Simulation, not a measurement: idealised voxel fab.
A process module follows: voxel gate over fins.
Displayed cross-section: cut, width of 225 nm, square cells sized 5 nm.
Notation: cross-section as square-cell grid; stated in bands, top first, going down; one or more cell rows per band. A band entry consists of two parts. The first gives the height of the band's top and the height of its bottom, in nm. The rest lists the band's materials from left to right, each with its width in nm. A single material labelled with the word "throughout" fills the band from edge to edge, and the word "blank" marks empty space. Where do heights start? At 0: under that level the wafer as delivered is made of one material only. And the lowest band has no floor; it just carries on downward, as in "0 down". So if you see something like "30..40" for the width, read it as the top row of the band sitting at the first number and the bottom row at the second, with every row in between moving by the same amount as the last. Where a step carries "no change", the cross-section came out of it unchanged, cell for cell. "Closed void list" contains a list of empty spaces, each no smaller than 8 cells and without an open way to the top, written in the form width x height at distance with the distance from the left edge and all three in nm. Past the settings on a step's line: simulator remark, on that step. "overlay nm" answers the question of how far to the right of plan the mask lay on a step that has a mask, and when it is negative the answer is to the left.
## Planned process steps
| 1 | RECEIVE: material Si |
| 2 | CONFORMAL_DEP: material SiN, thk nm 5 |
| 3 | DIRECTIONAL_DEP: material aC, thk nm 15 |
| 4 | PATTERN: tone cover, mask id FINS, material resist, width nm 15, pitch nm 40, thk nm 35, overlay nm 0 |
| 5 | DIRECTIONAL_ETCH: etch materials aC, depth nm 15 |
| 6 | STRIP: etch materials resist |
| 7 | DIRECTIONAL_ETCH: etch materials SiN, depth nm 5 |
| 8 | DIRECTIONAL_ETCH: etch materials Si, depth nm 35 |
| 9 | STRIP: etch materials aC |
| 10 | OXIDIZE: depth nm 5 |
| 11 | FILL_DEP: material SiO2, thk nm 15 |
| 12 | CMP: height nm 5 |
| 13 | SELECTIVE_ETCH: etch materials SiO2, depth nm 15 |
| 14 | STRIP: etch materials SiN |
| 15 | CONFORMAL_DEP: material HfO2, thk nm 5 |
| 16 | CONFORMAL_DEP: material TiN, thk nm 5 |
| 17 | CONFORMAL_DEP: material TiAl, thk nm 5 |
| 18 | CONFORMAL_DEP: material TiN, thk nm 5 |
| 19 | FILL_DEP: material W, thk nm 10 |
| 20 | CMP: height nm 25 |
| 21 | CONFORMAL_DEP: material SiCN, thk nm 5 |
## Cross-section, incoming material, after step 1
    0 down  Si throughout
    Closed void list: none
## End state of the module in cross-section, given the above starting point and plan and one mistake in execution
    30 to 25  SiCN throughout
    25 to 20  W throughout
    20 to 15  30 W / 165 TiN / 30 W
    15 to 10  30 W / 5 TiN / 35 TiAl / 5 TiN / 35 TiAl / 5 TiN / 35 TiAl / 5 TiN / 35 TiAl / 5 TiN / 30 W
    10 to 5  30 W / 5 TiN / 5 TiAl / 25 TiN / 5 TiAl / 5 TiN / 5 TiAl / 25 TiN / 5 TiAl / 5 TiN / 5 TiAl / 25 TiN / 5 TiAl / 5 TiN / 5 TiAl / 25 TiN / 5 TiAl / 5 TiN / 30 W
    5 to 0  30 W / 5 TiN / 5 TiAl / 5 TiN / 15 HfO2 / 5 TiN / 5 TiAl / 5 TiN / 5 TiAl / 5 TiN / 15 HfO2 / 5 TiN / 5 TiAl / 5 TiN / 5 TiAl / 5 TiN / 15 HfO2 / 5 TiN / 5 TiAl / 5 TiN / 5 TiAl / 5 TiN / 15 HfO2 / 5 TiN / 5 TiAl / 5 TiN / 30 W
    0 to -5  30 W / 5 TiN / 5 TiAl / 5 TiN / 5 HfO2 / 5 Si / 5 HfO2 / 5 TiN / 5 TiAl / 5 TiN / 5 TiAl / 5 TiN / 5 HfO2 / 5 Si / 5 HfO2 / 5 TiN / 5 TiAl / 5 TiN / 5 TiAl / 5 TiN / 5 HfO2 / 5 Si / 5 HfO2 / 5 TiN / 5 TiAl / 5 TiN / 5 TiAl / 5 TiN / 5 HfO2 / 5 Si / 5 HfO2 / 5 TiN / 5 TiAl / 5 TiN / 30 W
    -5 to -10  35 TiN / 5 TiAl / 5 TiN / 5 HfO2 / 5 Si / 5 HfO2 / 5 TiN / 5 TiAl / 5 TiN / 5 TiAl / 5 TiN / 5 HfO2 / 5 Si / 5 HfO2 / 5 TiN / 5 TiAl / 5 TiN / 5 TiAl / 5 TiN / 5 HfO2 / 5 Si / 5 HfO2 / 5 TiN / 5 TiAl / 5 TiN / 5 TiAl / 5 TiN / 5 HfO2 / 5 Si / 5 HfO2 / 5 TiN / 5 TiAl / 35 TiN
    -10 to -15  40 TiAl / 5 TiN / 5 HfO2 / 5 Si / 5 HfO2 / 5 TiN / 15 TiAl / 5 TiN / 5 HfO2 / 5 Si / 5 HfO2 / 5 TiN / 15 TiAl / 5 TiN / 5 HfO2 / 5 Si / 5 HfO2 / 5 TiN / 15 TiAl / 5 TiN / 5 HfO2 / 5 Si / 5 HfO2 / 5 TiN / 40 TiAl
    -15 to -20  45 TiN / 5 HfO2 / 5 Si / 5 HfO2 / 25 TiN / 5 HfO2 / 5 Si / 5 HfO2 / 25 TiN / 5 HfO2 / 5 Si / 5 HfO2 / 25 TiN / 5 HfO2 / 5 Si / 5 HfO2 / 45 TiN
    -20 to -25  50 HfO2 / 5 Si / 35 HfO2 / 5 Si / 35 HfO2 / 5 Si / 35 HfO2 / 5 Si / 50 HfO2
    -25 to -40  50 SiO2 / 5 Si / 35 SiO2 / 5 Si / 35 SiO2 / 5 Si / 35 SiO2 / 5 Si / 50 SiO2
    -40 down  Si throughout
    Closed void list: none
Against the plan, the run slipped here: step 13 in the plan was executed twice
